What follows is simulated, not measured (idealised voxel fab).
Presented below is a process module, voxel self aligned contacts.
This is section cut - it's 185 nm across, gridded in 5 nm square cells.
In what follows, cross-sections appear as grids of square cells, described through bands that run from the top down, where every band is one or more rows of cells.
Heights first: top, then bottom, in nm. Then materials, left to right, each with a width in nm. "all across" on a single material: fills the band edge to edge. "empty": empty space.
Height reference: 0 = level under which incoming wafer is all one material. Lowest band: no bottom, runs on downward, e.g. "top 0, no bottom".
Graded width ("30..40"): value in top row of band = first number; value in bottom row = second number; row-to-row change constant.
The cross-section has no changed cell in any step marked "nothing different".
Reported under the label "Enclosed internal voids" are the empty spaces having no open way to the top and comprising 8 cells or more; the notation for each is width x height at distance, in which the distance is measured from the left edge and all three values are in nm.
Formally, on a step line, whatever follows the settings is a remark that the simulator itself makes on the step.
overlay nm: for a step with a mask, the amount by which the mask lay right of where it was planned; a negative amount means left of it.
SO HERE'S THE LINEUP OF PROCESS STEPS WE PLANNED
- 1: RECEIVE [material Si]
- 2: OXIDIZE [depth nm 5]
- 3: DIRECTIONAL_DEP [material polySi] [thk nm 25]
- 4: DIRECTIONAL_DEP [material SiN] [thk nm 20]
- 5: MASKED_ETCH [tone cover] [mask id GATE] [width nm 35] [pitch nm 80] [etch materials SiN] [depth nm 20] [overlay nm 0]
- 6: MASKED_ETCH [tone cover] [mask id GATE] [width nm 35] [pitch nm 80] [etch materials polySi] [depth nm 25] [overlay nm 0]
- 7: CONFORMAL_DEP [material SiN] [thk nm 10]
- 8: DIRECTIONAL_ETCH [etch materials SiN] [depth nm 10]
- 9: FILL_DEP [material SiO2] [thk nm 20]
- 10: CMP [height nm 55]
- 11: PATTERN [tone open] [mask id CONTACT] [material resist] [width nm 55] [thk nm 15] [overlay nm 0]
- 12: DIRECTIONAL_ETCH [etch materials SiO2] [depth nm 60]
- 13: STRIP [etch materials resist]
- 14: CONFORMAL_DEP [material TiN] [thk nm 5]
- 15: FILL_DEP [material Ru] [thk nm 10]
- 16: CMP [height nm 55]
- 17: CONFORMAL_DEP [material SiCN] [thk nm 5]
STEP 1 COMPLETE: CROSS-SECTION OF THE WAFER AS RECEIVED
	top 0, no bottom = Si all across
	Enclosed internal voids: none
RESULT OF THE MODULE, CROSS-SECTIONED: START PER ABOVE, PLAN PER ABOVE, ONE ERROR IN HOW IT WAS RUN
	top 70, bottom 55 = SiCN all across
	top 55, bottom 45 = 65 of SiO2, then 5..20 of TiN, then 45..15 of Ru, then 5..20 of TiN, then 65 of SiO2
	top 45, bottom 25 = 25 of SiO2, then 55 of SiN, then 5 of TiN, then 15 of Ru, then 5 of TiN, then 55 of SiN, then 25 of SiO2
	top 25, bottom 0 = 25 of SiO2, then 10 of SiN, then 35 of polySi, then 10 of SiN, then 5 of TiN, then 15 of Ru, then 5 of TiN, then 10 of SiN, then 35 of polySi, then 10 of SiN, then 25 of SiO2
	top 0, bottom -5 = 80 of SiO2, then 25 of TiN, then 80 of SiO2
	top -5, no bottom = Si all across
	Enclosed internal voids: none
The mistake made against the process plan was this: off-plan run, step 17, actual operation and settings CONFORMAL_DEP [material SiCN] [thk nm 15]
